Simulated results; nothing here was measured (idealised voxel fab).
process module | voxel released beams
cross-section cut | 290 nm wide | cells 5 nm
A cross-section is a grid of square cells, given in bands from the top down. A band is one or more rows of cells.
Each band's line starts with the height of the band's top and of its bottom, in nm. Then come its materials from left to right, each with its width in nm. One material with "throughout" fills the band from edge to edge. "air" is empty space.
Height 0 is the level under which the wafer as received is all one material. The lowest band goes on downwards, as in "0 down".
A width such as "30 to 40" changes by the same amount from each row of cells to the next, from the band's top row to its bottom row.
"no change" after a step means that no cell of the cross-section changed.
closed voids: empty space of 8 cells or more with no open way to the top, each as width x height at its distance from the left edge, in nm
after a step's settings: what the simulator itself notes on the step
overlay nm, on a step with a mask: how far to the right of its planned place the mask lay; to the left if negative
plan
1 op RECEIVE | material Si
2 op CONFORMAL_DEP | material SiN | thk nm 10
3 op DIRECTIONAL_DEP | material SiO2 | thk nm 10
4 op PATTERN | tone open | mask id ANCHOR | material resist | width nm 25 | thk nm 15 | overlay nm 0
5 op DIRECTIONAL_ETCH | etch materials SiO2 | depth nm 10
6 op STRIP | etch materials resist
7 op CONFORMAL_DEP | material W | thk nm 10
8 op PATTERN | tone cover | mask id BEAM | material resist | width nm 75 | thk nm 15 | overlay nm 0
9 op DIRECTIONAL_ETCH | etch materials W | depth nm 10
10 op STRIP | etch materials resist
11 op STRIP | etch materials SiO2
as received, after step 1
  0 down: Si throughout
  closed voids: none
a wafer at the end: this start, this plan, one mistake
  30 to 20: air 105 | W 75 | air 110
  20 to 10: SiN throughout
  10 to 0: SiO2 throughout
  0 down: Si throughout
  closed voids: none
what went wrong: steps 2 and 3 were swapped
